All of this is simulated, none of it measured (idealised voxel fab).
This is a process module. Its name is voxel transistor to metal.
Cross-sectional view cut (width: 300 nm; square cell size: 5 nm).
How to read a cross-section here: the picture is a grid of square cells, written as bands going from the top down, and any band can span one or more rows of cells. Band: top and bottom heights (nm) first, top before bottom; then materials from left to right, widths in nm. "everywhere" marks a sole material filling the band edge to edge. "blank" denotes empty space. Heights are reckoned from 0. Under this level, the received wafer is all of one material. The bottommost band is open-ended downward, for example "0 -> down". The two numbers in a width such as "30->40" mark its ends across the band: the first belongs to the top row of cells, the second to the bottom row, and from each row to the next the width moves by the same amount. Take "all unchanged" at face value: in the step it is given for, the cross-section changed in none of its cells. Any empty space of 8 cells or more lacking an open way to the top shows up in "Unvented voids" as width x height at distance, distance from the left edge, in nm. Post-settings text on a step line: simulator's own remark regarding the step. "overlay nm" on a masked step: distance the mask lay right of its planned place, negative for left.
The process steps that were planned are listed below:
1) RECEIVE | material Si
2) CONFORMAL_DEP | material SiO2 | thk nm 5
3) CONFORMAL_DEP | material SiN | thk nm 10
4) DIRECTIONAL_DEP | material aC | thk nm 15
5) PATTERN | tone cover | mask id ACTIVE | material resist | width nm 105 | pitch nm 135 | thk nm 30 | overlay nm 0
6) DIRECTIONAL_ETCH | etch materials aC | depth nm 15
7) STRIP | etch materials resist
8) DIRECTIONAL_ETCH | etch materials SiN | depth nm 10
9) DIRECTIONAL_ETCH | etch materials SiO2 | depth nm 5
10) DIRECTIONAL_ETCH | etch materials Si | depth nm 35
11) STRIP | etch materials aC
12) FILL_DEP | material SiO2 | thk nm 15
13) CMP | height nm 15
14) SELECTIVE_ETCH | etch materials SiO2 | depth nm 5
15) STRIP | etch materials SiN
16) SELECTIVE_ETCH | etch materials SiO2 | depth nm 5
17) OXIDIZE | depth nm 5
18) DIRECTIONAL_DEP | material polySi | thk nm 20
19) DIRECTIONAL_DEP | material SiCN | thk nm 15
20) DIRECTIONAL_DEP | material aC | thk nm 15
21) PATTERN | tone cover | mask id GATE | material resist | width nm 25 | pitch nm 135 | thk nm 30 | overlay nm 0
22) DIRECTIONAL_ETCH | etch materials aC | depth nm 15
23) STRIP | etch materials resist
24) DIRECTIONAL_ETCH | etch materials SiCN | depth nm 25
25) DIRECTIONAL_ETCH | etch materials polySi | depth nm 30
26) STRIP | etch materials aC
27) CONFORMAL_DEP | material SiO2 | thk nm 5
28) DIRECTIONAL_ETCH | etch materials SiO2 | depth nm 5
29) CONFORMAL_DEP | material SiN | thk nm 5
30) DIRECTIONAL_ETCH | etch materials SiN | depth nm 5
31) DIRECTIONAL_ETCH | etch materials SiO2 | depth nm 5
32) DIRECTIONAL_ETCH | etch materials Si | depth nm 15
33) EPI | material nSi | thk nm 15
34) FILL_DEP | material SiO2 | thk nm 10
35) CMP | height nm 35
36) DIRECTIONAL_DEP | material SiO2 | thk nm 15
37) PATTERN | tone open | mask id CONTACT | material resist | width nm 20 | thk nm 15 | overlay nm 0
38) DIRECTIONAL_ETCH | etch materials SiO2 | depth nm 40
39) STRIP | etch materials resist
40) CONFORMAL_DEP | material TiN | thk nm 5
41) FILL_DEP | material W | thk nm 5
42) CMP | height nm 50
43) CONFORMAL_DEP | material SiCN | thk nm 5
44) DIRECTIONAL_DEP | material SiO2 | thk nm 25
45) PATTERN | tone open | mask id METAL_1 | material resist | width nm 20 | thk nm 15 | overlay nm 0
46) DIRECTIONAL_ETCH | etch materials SiO2 | depth nm 25
47) DIRECTIONAL_ETCH | etch materials SiCN | depth nm 5
48) STRIP | etch materials resist
49) CONFORMAL_DEP | material TiN | thk nm 5
50) FILL_DEP | material W | thk nm 10
51) CMP | height nm 80
52) CONFORMAL_DEP | material SiCN | thk nm 5
Shown in cross-section is the wafer as received, that is, as it stands after step 1:
    0 -> down | Si everywhere
    Unvented voids: none
End-of-module XS, first of two wafers, run as planned:
    85 -> 80 | SiCN everywhere
    80 -> 55 | 35 SiO2; 5 TiN; 10 W; 5 TiN; 55 SiO2; 5 TiN; 10 W; 5 TiN; 40 SiO2; 5 TiN; 10 W; 5 TiN; 55 SiO2; 5 TiN; 10 W; 5 TiN; 35 SiO2
    55 -> 50 | 35 SiCN; 20 TiN; 55 SiCN; 20 TiN; 40 SiCN; 20 TiN; 55 SiCN; 20 TiN; 35 SiCN
    50 -> 35 | 35 SiO2; 5 TiN; 10 W; 5 TiN; 55 SiO2; 5 TiN; 10 W; 5 TiN; 40 SiO2; 5 TiN; 10 W; 5 TiN; 55 SiO2; 5 TiN; 10 W; 5 TiN; 35 SiO2
    35 -> 20 | 35 SiO2; 5 TiN; 10 W; 5 TiN; 5 SiO2; 5 SiN; 5 SiO2; 25 SiCN; 5 SiO2; 5 SiN; 5 SiO2; 5 TiN; 10 W; 5 TiN; 40 SiO2; 5 TiN; 10 W; 5 TiN; 5 SiO2; 5 SiN; 5 SiO2; 25 SiCN; 5 SiO2; 5 SiN; 5 SiO2; 5 TiN; 10 W; 5 TiN; 35 SiO2
    20 -> 15 | 35 SiO2; 5 TiN; 10 W; 5 TiN; 5 SiO2; 5 SiN; 5 SiO2; 25 polySi; 5 SiO2; 5 SiN; 5 SiO2; 5 TiN; 10 W; 5 TiN; 40 SiO2; 5 TiN; 10 W; 5 TiN; 5 SiO2; 5 SiN; 5 SiO2; 25 polySi; 5 SiO2; 5 SiN; 5 SiO2; 5 TiN; 10 W; 5 TiN; 35 SiO2
    15 -> 10 | 35 SiO2; 20 TiN; 5 SiO2; 5 SiN; 5 SiO2; 25 polySi; 5 SiO2; 5 SiN; 5 SiO2; 20 TiN; 40 SiO2; 20 TiN; 5 SiO2; 5 SiN; 5 SiO2; 25 polySi; 5 SiO2; 5 SiN; 5 SiO2; 20 TiN; 35 SiO2
    10 -> 5 | 30 SiO2; 30 nSi; 5 SiN; 5 SiO2; 25 polySi; 5 SiO2; 5 SiN; 30 nSi; 30 SiO2; 30 nSi; 5 SiN; 5 SiO2; 25 polySi; 5 SiO2; 5 SiN; 30 nSi; 30 SiO2
    5 -> 0 | 30 SiO2; 5 SiN; 25 nSi; 5 SiN; 5 SiO2; 25 polySi; 5 SiO2; 5 SiN; 25 nSi; 5 SiN; 30 SiO2; 5 SiN; 25 nSi; 5 SiN; 5 SiO2; 25 polySi; 5 SiO2; 5 SiN; 25 nSi; 5 SiN; 30 SiO2
    0 -> -5 | 35 SiO2; 25 nSi; 45 SiO2; 25 nSi; 40 SiO2; 25 nSi; 45 SiO2; 25 nSi; 35 SiO2
    -5 -> -20 | 30 SiO2; 5 Si; 25 nSi; 45 Si; 25 nSi; 5 Si; 30 SiO2; 5 Si; 25 nSi; 45 Si; 25 nSi; 5 Si; 30 SiO2
    -20 -> -35 | 30 SiO2; 105 Si; 30 SiO2; 105 Si; 30 SiO2
    -35 -> down | Si everywhere
    Unvented voids: none
Second wafer of the two, sectioned at the end of the module. It began like the first and followed the same plan, but one mistake was made while running it:
    85 -> 80 | SiCN everywhere
    80 -> 55 | 35 SiO2; 5 TiN; 10 W; 5 TiN; 55 SiO2; 5 TiN; 10 W; 5 TiN; 40 SiO2; 5 TiN; 10 W; 5 TiN; 55 SiO2; 5 TiN; 10 W; 5 TiN; 35 SiO2
    55 -> 50 | 35 SiCN; 20 TiN; 55 SiCN; 20 TiN; 40 SiCN; 20 TiN; 55 SiCN; 20 TiN; 35 SiCN
    50 -> 40 | 35 SiO2; 5 TiN; 10 W; 5 TiN; 55 SiO2; 5 TiN; 10 W; 5 TiN; 40 SiO2; 5 TiN; 10 W; 5 TiN; 55 SiO2; 5 TiN; 10 W; 5 TiN; 35 SiO2
    40 -> 35 | 35 SiO2; 20 TiN; 55 SiO2; 20 TiN; 40 SiO2; 20 TiN; 55 SiO2; 20 TiN; 35 SiO2
    35 -> 30 | 60 W; 5 SiN; 5 W; 25 SiCN; 5 W; 5 SiN; 90 W; 5 SiN; 5 W; 25 SiCN; 5 W; 5 SiN; 60 W
    30 -> 20 | 60 W; 5 SiN; 5 SiO2; 25 SiCN; 5 SiO2; 5 SiN; 90 W; 5 SiN; 5 SiO2; 25 SiCN; 5 SiO2; 5 SiN; 60 W
    20 -> 10 | 60 W; 5 SiN; 5 SiO2; 25 polySi; 5 SiO2; 5 SiN; 90 W; 5 SiN; 5 SiO2; 25 polySi; 5 SiO2; 5 SiN; 60 W
    10 -> 5 | 30 W; 30 nSi; 5 SiN; 5 SiO2; 25 polySi; 5 SiO2; 5 SiN; 30 nSi; 30 W; 30 nSi; 5 SiN; 5 SiO2; 25 polySi; 5 SiO2; 5 SiN; 30 nSi; 30 W
    5 -> 0 | 30 W; 5 SiN; 25 nSi; 5 SiN; 5 SiO2; 25 polySi; 5 SiO2; 5 SiN; 25 nSi; 5 SiN; 30 W; 5 SiN; 25 nSi; 5 SiN; 5 SiO2; 25 polySi; 5 SiO2; 5 SiN; 25 nSi; 5 SiN; 30 W
    0 -> -5 | 35 SiO2; 25 nSi; 45 SiO2; 25 nSi; 40 SiO2; 25 nSi; 45 SiO2; 25 nSi; 35 SiO2
    -5 -> -20 | 30 SiO2; 5 Si; 25 nSi; 45 Si; 25 nSi; 5 Si; 30 SiO2; 5 Si; 25 nSi; 45 Si; 25 nSi; 5 Si; 30 SiO2
    -20 -> -35 | 30 SiO2; 105 Si; 30 SiO2; 105 Si; 30 SiO2
    -35 -> down | Si everywhere
    Unvented voids: none
Want to know what went wrong? heads up, step 34 didn't go per plan, it actually ran as FILL_DEP | material W | thk nm 10
at the end the second wafer has, in cells: 170 fewer of SiO2 | 40 fewer of TiN | 210 more of W
